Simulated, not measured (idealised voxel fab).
You're looking at the process module voxel transistor to metal.
Each square cell in cross-section cut measures 5 nm, and the section as a whole is 175 nm wide.
In this document a cross-section is written as a grid of square cells. It is given as a series of bands, listed from the top down, and a band is one or more rows of cells.
Top height, bottom height, nm. Materials left to right, width each, nm. Single material + "all across" = fills band edge to edge. "blank" = empty.
Height is counted from the level 0, under which the received wafer is composed throughout of one material. The lowest of the bands is not closed at the bottom but continues downward, in the notation "top 0, no bottom".
The notation "30..40" denotes a width that varies across the rows of cells in the band, beginning at the first number in the top row, finishing at the second number in the bottom row, and changing by an identical amount from each row to the next.
Given "no modifications" for a step, no cell of the cross-section differs between before and after that step.
"Enclosed cavity list" contains a list of empty spaces, each no smaller than 8 cells and without an open way to the top, written in the form width x height at distance with the distance from the left edge and all three in nm.
The remark found on a step's line after its settings is issued by the simulator itself and pertains to that step.
"overlay nm", when on a step's line for a step with a mask, measures how far to the right of its planned place the mask lay; a negative measure means to the left.
## The process steps that were planned are listed below
| 1 | RECEIVE [material Si] |
| 2 | OXIDIZE [depth nm 5] |
| 3 | CONFORMAL_DEP [material SiN] [thk nm 10] |
| 4 | DIRECTIONAL_DEP [material aC] [thk nm 15] |
| 5 | PATTERN [tone cover] [mask id ACTIVE] [material resist] [width nm 115] [thk nm 35] [overlay nm 0] |
| 6 | DIRECTIONAL_ETCH [etch materials aC] [depth nm 15] |
| 7 | STRIP [etch materials resist] |
| 8 | DIRECTIONAL_ETCH [etch materials SiN] [depth nm 10] |
| 9 | DIRECTIONAL_ETCH [etch materials SiO2] [depth nm 5] |
| 10 | DIRECTIONAL_ETCH [etch materials Si] [depth nm 20] |
| 11 | STRIP [etch materials aC] |
| 12 | OXIDIZE [depth nm 5] |
| 13 | FILL_DEP [material SiO2] [thk nm 5] |
| 14 | CMP [height nm 10] |
| 15 | SELECTIVE_ETCH [etch materials SiO2] [depth nm 10] |
| 16 | STRIP [etch materials SiN] |
| 17 | SELECTIVE_ETCH [etch materials SiO2] [depth nm 5] |
| 18 | OXIDIZE [depth nm 5] |
| 19 | DIRECTIONAL_DEP [material polySi] [thk nm 30] |
| 20 | DIRECTIONAL_DEP [material SiCN] [thk nm 10] |
| 21 | PATTERN [tone cover] [mask id GATE] [material resist] [width nm 25] [thk nm 15] [overlay nm 0] |
| 22 | DIRECTIONAL_ETCH [etch materials SiCN] [depth nm 20] |
| 23 | DIRECTIONAL_ETCH [etch materials polySi] [depth nm 40] |
| 24 | STRIP [etch materials resist] |
| 25 | CONFORMAL_DEP [material SiO2] [thk nm 5] |
| 26 | DIRECTIONAL_ETCH [etch materials SiO2] [depth nm 5] |
| 27 | CONFORMAL_DEP [material SiN] [thk nm 10] |
| 28 | DIRECTIONAL_ETCH [etch materials SiN] [depth nm 10] |
| 29 | DIRECTIONAL_ETCH [etch materials SiO2] [depth nm 5] |
| 30 | DIRECTIONAL_ETCH [etch materials Si] [depth nm 5] |
| 31 | EPI [material pSi] [thk nm 5] |
| 32 | FILL_DEP [material SiO2] [thk nm 5] |
| 33 | CMP [height nm 25] |
| 34 | STRIP [etch materials polySi] |
| 35 | SELECTIVE_ETCH [etch materials SiO2] [depth nm 5] |
| 36 | CONFORMAL_DEP [material HfO2] [thk nm 5] |
| 37 | CONFORMAL_DEP [material TiN] [thk nm 5] |
| 38 | FILL_DEP [material W] [thk nm 5] |
| 39 | CMP [height nm 20] |
| 40 | DIRECTIONAL_DEP [material SiO2] [thk nm 10] |
| 41 | MASKED_ETCH [tone open] [mask id CONTACT] [width nm 20] [pitch nm 75] [etch materials SiO2] [depth nm 40] [overlay nm 0] |
| 42 | CONFORMAL_DEP [material TiN] [thk nm 5] |
| 43 | FILL_DEP [material W] [thk nm 5] |
| 44 | CMP [height nm 30] |
| 45 | CONFORMAL_DEP [material SiCN] [thk nm 5] |
| 46 | DIRECTIONAL_DEP [material lowk] [thk nm 25] |
| 47 | PATTERN [tone open] [mask id METAL_1] [material resist] [width nm 20] [pitch nm 75] [thk nm 20] [overlay nm 0] |
| 48 | DIRECTIONAL_ETCH [etch materials lowk] [depth nm 25] |
| 49 | DIRECTIONAL_ETCH [etch materials SiCN] [depth nm 5] |
| 50 | STRIP [etch materials resist] |
| 51 | CONFORMAL_DEP [material TiN] [thk nm 5] |
| 52 | FILL_DEP [material W] [thk nm 5] |
| 53 | CMP [height nm 60] |
| 54 | EPI [material Ru] [thk nm 5] |
| 55 | FILL_DEP [material SiCN] [thk nm 5] |
| 56 | DIRECTIONAL_DEP [material lowk] [thk nm 25] |
| 57 | PATTERN [tone open] [mask id METAL_2] [material resist] [width nm 20] [pitch nm 75] [thk nm 15] [overlay nm 0] |
| 58 | DIRECTIONAL_ETCH [etch materials lowk] [depth nm 15] |
| 59 | STRIP [etch materials resist] |
| 60 | PATTERN [tone open] [mask id METAL_2_HOLES] [material resist] [width nm 15] [pitch nm 75] [thk nm 15] [overlay nm 0] |
| 61 | DIRECTIONAL_ETCH [etch materials lowk] [depth nm 10] |
| 62 | DIRECTIONAL_ETCH [etch materials SiCN] [depth nm 5] |
| 63 | STRIP [etch materials resist] |
| 64 | CONFORMAL_DEP [material TiN] [thk nm 5] |
| 65 | FILL_DEP [material Cu] [thk nm 5] |
| 66 | CMP [height nm 95] |
| 67 | CONFORMAL_DEP [material SiN] [thk nm 5] |
## Delivered wafer in cross-section: state after step 1
- top 0, no bottom: Si all across
- Enclosed cavity list: none
## Starting wafer: above. Plan: above. Run: one mistake. Cross-section after the module: below
- top 100, bottom 95: SiN all across
- top 95, bottom 90: Cu all across
- top 90, bottom 85: TiN (45) / Cu (10) / TiN (65) / Cu (10) / TiN (45)
- top 85, bottom 80: lowk (40) / TiN (20) / lowk (55) / TiN (20) / lowk (40)
- top 80, bottom 70: lowk (55) / TiN (5) / lowk (70) / TiN (5) / lowk (40)
- top 70, bottom 65: SiCN (55) / TiN (5) / SiCN (70) / TiN (5) / SiCN (40)
- top 65, bottom 60: SiCN (35) / Ru (30) / SiCN (45) / Ru (30) / SiCN (35)
- top 60, bottom 35: lowk (40) / TiN (5) / W (10) / TiN (5) / lowk (55) / TiN (5) / W (10) / TiN (5) / lowk (40)
- top 35, bottom 30: SiCN (40) / TiN (20) / SiCN (55) / TiN (20) / SiCN (40)
- top 30, bottom 20: SiO2 (40) / TiN (5) / W (10) / TiN (5) / SiO2 (55) / TiN (5) / W (10) / TiN (5) / SiO2 (40)
- top 20, bottom 0: SiO2 (40) / TiN (5) / W (10) / TiN (5) / SiN (10) / HfO2 (5) / TiN (5) / W (15) / TiN (5) / HfO2 (5) / SiN (10) / TiN (5) / W (10) / TiN (5) / SiO2 (40)
- top 0, bottom -5: SiO2 (40) / TiN (5) / W (5) / TiN (10) / SiN (10) / HfO2 (5) / TiN (25) / HfO2 (5) / SiN (10) / TiN (10) / W (5) / TiN (5) / SiO2 (40)
- top -5, bottom -10: SiO2 (40) / TiN (15) / pSi (5) / SiO2 (10) / HfO2 (35) / SiO2 (10) / pSi (5) / TiN (15) / SiO2 (40)
- top -10, bottom -15: SiO2 (35) / pSi (25) / Si (55) / pSi (25) / SiO2 (35)
- top -15, bottom -30: SiO2 (35) / Si (105) / SiO2 (35)
- top -30, no bottom: Si all across
- Enclosed cavity list: none
So what did we get wrong on this run? contrary to plan, step 60 was performed as PATTERN [tone cover] [mask id METAL_2_HOLES] [material resist] [width nm 15] [pitch nm 75] [thk nm 15] [overlay nm 0]
